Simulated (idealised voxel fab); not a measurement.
process module | voxel self aligned contacts
cross-section cut | 255 nm wide | cells 5 nm
A cross-section is a grid of square cells, given in bands from the top down. A band is one or more rows of cells.
Each band's line starts with the height of the band's top and of its bottom, in nm. Then come its materials from left to right, each with its width in nm. One material with "throughout" fills the band from edge to edge. "air" is empty space.
Height 0 is the level under which the wafer as received is all one material. The lowest band goes on downwards, as in "0 down".
A width such as "30 to 40" changes by the same amount from each row of cells to the next, from the band's top row to its bottom row.
"no change" after a step means that no cell of the cross-section changed.
closed voids: empty space of 8 cells or more with no open way to the top, each as width x height at its distance from the left edge, in nm
after a step's settings: what the simulator itself notes on the step
overlay nm, on a step with a mask: how far to the right of its planned place the mask lay; to the left if negative
plan
1 op RECEIVE | material Si
2 op OXIDIZE | depth nm 5
3 op DIRECTIONAL_DEP | material polySi | thk nm 25
4 op DIRECTIONAL_DEP | material SiN | thk nm 20
5 op MASKED_ETCH | tone cover | mask id GATE | width nm 35 | pitch nm 70 | etch materials SiN | depth nm 20 | overlay nm 0
6 op MASKED_ETCH | tone cover | mask id GATE | width nm 35 | pitch nm 70 | etch materials polySi | depth nm 25 | overlay nm 0
7 op CONFORMAL_DEP | material SiN | thk nm 5
8 op DIRECTIONAL_ETCH | etch materials SiN | depth nm 5
9 op FILL_DEP | material SiO2 | thk nm 10
10 op CMP | height nm 50
11 op DIRECTIONAL_DEP | material aC | thk nm 10
12 op PATTERN | tone open | mask id CONTACT | material resist | width nm 45 | thk nm 30 | overlay nm 0
13 op DIRECTIONAL_ETCH | etch materials aC | depth nm 10
14 op STRIP | etch materials resist
15 op DIRECTIONAL_ETCH | etch materials SiO2 | depth nm 55
16 op STRIP | etch materials aC
17 op CONFORMAL_DEP | material TiN | thk nm 5
18 op FILL_DEP | material W | thk nm 5
19 op CMP | height nm 50
20 op CONFORMAL_DEP | material SiCN | thk nm 5
as received, after step 1
  0 down: Si throughout
  closed voids: none
a wafer at the end: this start, this plan, one mistake
  55 to 50: SiCN throughout
  50 to 35: SiO2 70 | SiN 45 | TiN 5 | W 15 | TiN 5 | SiN 45 | SiO2 70
  35 to 15: SiO2 70 | SiN 5 | polySi 35 | SiN 5 | TiN 5 | W 15 | TiN 5 | SiN 5 | polySi 35 | SiN 5 | SiO2 70
  15 to 10: SiO2 70 | SiN 5 | polySi 35 | SiN 5 | TiN 25 | SiN 5 | polySi 35 | SiN 5 | SiO2 70
  10 to 0: polySi throughout
  0 to -5: SiO2 throughout
  -5 down: Si throughout
  closed voids: none
what went wrong: step 3 ran as: op DIRECTIONAL_DEP | material polySi | thk nm 35
